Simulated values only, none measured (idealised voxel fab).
Proc. module: voxel self aligned vias
Each square cell in cross-section cut measures 5 nm, and the section as a whole is 185 nm wide.
The cross-sections in this document take the form of a grid made of square cells. They are written out as bands, in order from top to bottom. Each band consists of one or more rows of cells. Heights first: top, then bottom, in nm. Then materials, left to right, each with a width in nm. "all across" on a single material: fills the band edge to edge. "air": empty space. Height 0 is the level under which the wafer as received is all one material. The lowest band goes on downwards, as in "z 0 and below". The notation "30->40" denotes a width that varies across the rows of cells in the band, beginning at the first number in the top row, finishing at the second number in the bottom row, and changing by an identical amount from each row to the next. Reading "nothing changed" for a step: not a cell of the cross-section changed in it. "Enclosed void entries": sealed empty spaces, 8 cells or more, no open way to top, listed width x height at distance, with distance from the left edge and width, height and distance in nm. Note: text after step settings on the step line = simulator remark on that step. overlay nm: mask offset rightward from planned place, masked step; negative means leftward offset.

LISTED BELOW ARE THE PROCESS STEPS AS PLANNED
1 RECEIVE with material Si
2 CONFORMAL_DEP with material SiO2, thk nm 15
3 CONFORMAL_DEP with material SiCN, thk nm 5
4 DIRECTIONAL_DEP with material SiO2, thk nm 30
5 DIRECTIONAL_DEP with material aC, thk nm 15
6 PATTERN with tone open, mask id LINES, material resist, width nm 30, pitch nm 70, thk nm 30, overlay nm 0
7 DIRECTIONAL_ETCH with etch materials aC, depth nm 15
8 STRIP with etch materials resist
9 DIRECTIONAL_ETCH with etch materials SiO2, depth nm 30
10 STRIP with etch materials aC
11 CONFORMAL_DEP with material TiN, thk nm 5
12 FILL_DEP with material W, thk nm 10
13 CMP with height nm 50
14 SELECTIVE_ETCH with etch materials W Ru TiN, depth nm 5
15 FILL_DEP with material SiN, thk nm 5
16 CMP with height nm 50
17 DIRECTIONAL_DEP with material SiO2, thk nm 15
18 MASKED_ETCH with tone open, mask id VIAS, width nm 40, pitch nm 70, etch materials SiO2, depth nm 15, overlay nm 0
19 MASKED_ETCH with tone open, mask id VIAS, width nm 40, pitch nm 70, etch materials SiN, depth nm 5, overlay nm 0
20 CONFORMAL_DEP with material TiN, thk nm 5
21 FILL_DEP with material W, thk nm 5
22 CMP with height nm 65
23 CONFORMAL_DEP with material SiCN, thk nm 5

CROSS-SECTION, INCOMING MATERIAL, AFTER STEP 1
  z 0 and below  Si all across
  Enclosed void entries: none

AS-PLANNED RUN: CROSS-SECTION OF THE FIRST OF TWO WAFERS AT END OF MODULE
  z 70 to 65  SiCN all across
  z 65 to 55  SiO2 35 nm; TiN 5 nm; W 30 nm; TiN 5 nm; SiO2 30 nm; TiN 5 nm; W 30 nm; TiN 5 nm; SiO2 40 nm
  z 55 to 50  SiO2 35 nm; TiN 10 nm; W 20 nm; TiN 10 nm; SiO2 30 nm; TiN 10 nm; W 20 nm; TiN 10 nm; SiO2 40 nm
  z 50 to 45  SiO2 40 nm; TiN 30 nm; SiO2 40 nm; TiN 30 nm; SiO2 45 nm
  z 45 to 25  SiO2 40 nm; TiN 5 nm; W 20 nm; TiN 5 nm; SiO2 40 nm; TiN 5 nm; W 20 nm; TiN 5 nm; SiO2 45 nm
  z 25 to 20  SiO2 40 nm; TiN 30 nm; SiO2 40 nm; TiN 30 nm; SiO2 45 nm
  z 20 to 15  SiCN all across
  z 15 to 0  SiO2 all across
  z 0 and below  Si all across
  Enclosed void entries: none

WAFER TWO CROSS-SECTION, MODULE END. START AND PLAN UNCHANGED FROM WAFER ONE; ONE MISTAKE MADE DURING THE RUN
  z 70 to 65  SiCN all across
  z 65 to 55  SiO2 35 nm; TiN 5 nm; W 30 nm; TiN 5 nm; SiO2 30 nm; TiN 5 nm; W 30 nm; TiN 5 nm; SiO2 40 nm
  z 55 to 50  SiO2 35 nm; TiN 10 nm; W 15 nm; TiN 15 nm; SiO2 30 nm; TiN 10 nm; W 15 nm; TiN 15 nm; SiO2 40 nm
  z 50 to 45  SiO2 40 nm; TiN 25 nm; SiN 5 nm; SiO2 40 nm; TiN 25 nm; SiN 5 nm; SiO2 45 nm
  z 45 to 25  SiO2 40 nm; TiN 5 nm; W 20 nm; TiN 5 nm; SiO2 40 nm; TiN 5 nm; W 20 nm; TiN 5 nm; SiO2 45 nm
  z 25 to 20  SiO2 40 nm; TiN 30 nm; SiO2 40 nm; TiN 30 nm; SiO2 45 nm
  z 20 to 15  SiCN all across
  z 15 to 0  SiO2 all across
  z 0 and below  Si all across
  Enclosed void entries: none
What went wrong in running the wafer? planned and actual differ for step 19; actual: MASKED_ETCH with tone open, mask id VIAS, width nm 40, pitch nm 70, etch materials SiN, depth nm 5, overlay nm -10
Materials where the second wafer ends with more or fewer cells than the first: +2 SiN, -2 W
